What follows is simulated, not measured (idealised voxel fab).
Proc. module: voxel ribs on slabs
Section shown: cut. Width: 290 nm. Cell size: 5 nm, square.
How to read a cross-section here: the picture is a grid of square cells, written as bands going from the top down, and any band can span one or more rows of cells.
Look at the band entry: it leads with the top's height and the bottom's height in nm. Then it lists the materials left to right, with a width in nm for each. The word "edge to edge" on a single material says that material fills the band edge to edge. The word "blank" is empty space.
Height is counted from the level 0, under which the received wafer is composed throughout of one material. The lowest of the bands is not closed at the bottom but continues downward, in the notation "top 0, no bottom".
Read "30->40" as a graded width: first number on top, second number at the bottom, same change between each pair of neighbouring rows.
When a step is marked "left unchanged", none of the cells in the cross-section changed during that step.
In "Unvented internal voids" the enclosed voids are listed, meaning empty spaces of 8 cells or larger without any opening to the top. The form is width x height at distance, distance from the left edge, units nm.
On each step's line, the part that comes after the settings is the simulator's own comment on the step.
Among the settings permitted on a step's line is "overlay nm"; applied to a step with a mask, it specifies the extent to which the mask lay to the right of its planned position, whereas a negative figure signifies a position to the left.

BELOW IS THE LIST OF PLANNED PROCESS STEPS
| 1 | RECEIVE | material Si |
| 2 | DIRECTIONAL_DEP | material SiO2 | thk nm 20 |
| 3 | DIRECTIONAL_DEP | material polySi | thk nm 15 |
| 4 | MASKED_ETCH | tone cover | mask id RIB | width nm 20 | etch materials polySi | depth nm 10 | overlay nm 0 |
| 5 | MASKED_ETCH | tone cover | mask id SLAB | width nm 60 | etch materials polySi | depth nm 5 | overlay nm 0 |
| 6 | FILL_DEP | material SiO2 | thk nm 25 |
| 7 | CMP | height nm 55 |
| 8 | DIRECTIONAL_DEP | material TiN | thk nm 10 |
| 9 | DIRECTIONAL_DEP | material aC | thk nm 15 |
| 10 | PATTERN | tone cover | mask id HEATER | material resist | width nm 30 | thk nm 30 | overlay nm 0 |
| 11 | DIRECTIONAL_ETCH | etch materials aC | depth nm 15 |
| 12 | STRIP | etch materials resist |
| 13 | DIRECTIONAL_ETCH | etch materials TiN | depth nm 10 |
| 14 | STRIP | etch materials aC |
| 15 | CONFORMAL_DEP | material SiO2 | thk nm 5 |

CROSS-SECTION OF THE WAFER AS IT CAME TO US, I.E., ALREADY THROUGH STEP 1
  top 0, no bottom = Si edge to edge
  Unvented internal voids: none

FIGURE: CROSS-SECTIONAL VIEW OF THE WAFER UPON COMPLETION OF THE MODULE, PROCESSED FROM THE INITIAL STATE AND ACCORDING TO THE PLAN DEPICTED ABOVE, WITH ONE ERROR INTRODUCED DURING EXECUTION
  top 65, bottom 55 = 130 nm blank, 30 nm TiN, 130 nm blank
  top 55, bottom 35 = SiO2 edge to edge
  top 35, bottom 25 = 135 nm SiO2, 20 nm polySi, 135 nm SiO2
  top 25, bottom 20 = 115 nm SiO2, 60 nm polySi, 115 nm SiO2
  top 20, bottom 0 = SiO2 edge to edge
  top 0, no bottom = Si edge to edge
  Unvented internal voids: none
The mistake made against the process plan was this: the plan's step 15 was left out and never carried out
